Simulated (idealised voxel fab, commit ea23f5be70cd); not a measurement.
process module | voxel double patterning
cross-section cut | 160 nm wide | cells 5 nm
A cross-section is a grid of square cells, given in bands from the top down. A band is one or more rows of cells.
Each band's line starts with the height of the band's top and of its bottom, in nm. Then come its materials from left to right, each with its width in nm. One material with "throughout" fills the band from edge to edge. "air" is empty space.
Height 0 is the level under which the wafer as received is all one material. The lowest band goes on downwards, as in "0 down".
A width such as "30 to 40" changes by the same amount from each row of cells to the next, from the band's top row to its bottom row.
"no change" after a step means that no cell of the cross-section changed.
closed voids: empty space of 8 cells or more with no open way to the top, each as width x height at its distance from the left edge, in nm
after a step's settings: what the simulator itself notes on the step
overlay nm, on a step with a mask: how far to the right of its planned place the mask lay; to the left if negative
plan
1 op RECEIVE | material Si
2 op CONFORMAL_DEP | material SiO2 | thk nm 5
3 op DIRECTIONAL_DEP | material TiN | thk nm 10
4 op DIRECTIONAL_DEP | material SiCN | thk nm 5
5 op PATTERN | tone open | mask id FIRST | material resist | width nm 15 | pitch nm 50 | thk nm 20 | overlay nm 0
6 op DIRECTIONAL_ETCH | etch materials SiCN | depth nm 5
7 op STRIP | etch materials resist
8 op PATTERN | tone open | mask id SECOND | material resist | width nm 15 | thk nm 20 | overlay nm 0
9 op DIRECTIONAL_ETCH | etch materials SiCN | depth nm 5
10 op STRIP | etch materials resist
11 op DIRECTIONAL_ETCH | etch materials TiN | depth nm 10
12 op STRIP | etch materials SiCN
as received, after step 1
  0 down: Si throughout
  closed voids: none
a wafer at the end: this start, this plan, one mistake
  15 to 5: TiN 45 | air 15 | TiN 15 | air 15 | TiN 5 | air 15 | TiN 50
  5 to 0: SiO2 throughout
  0 down: Si throughout
  closed voids: none
what went wrong: step 8 ran as: op PATTERN | tone open | mask id SECOND | material resist | width nm 15 | thk nm 20 | overlay nm 5
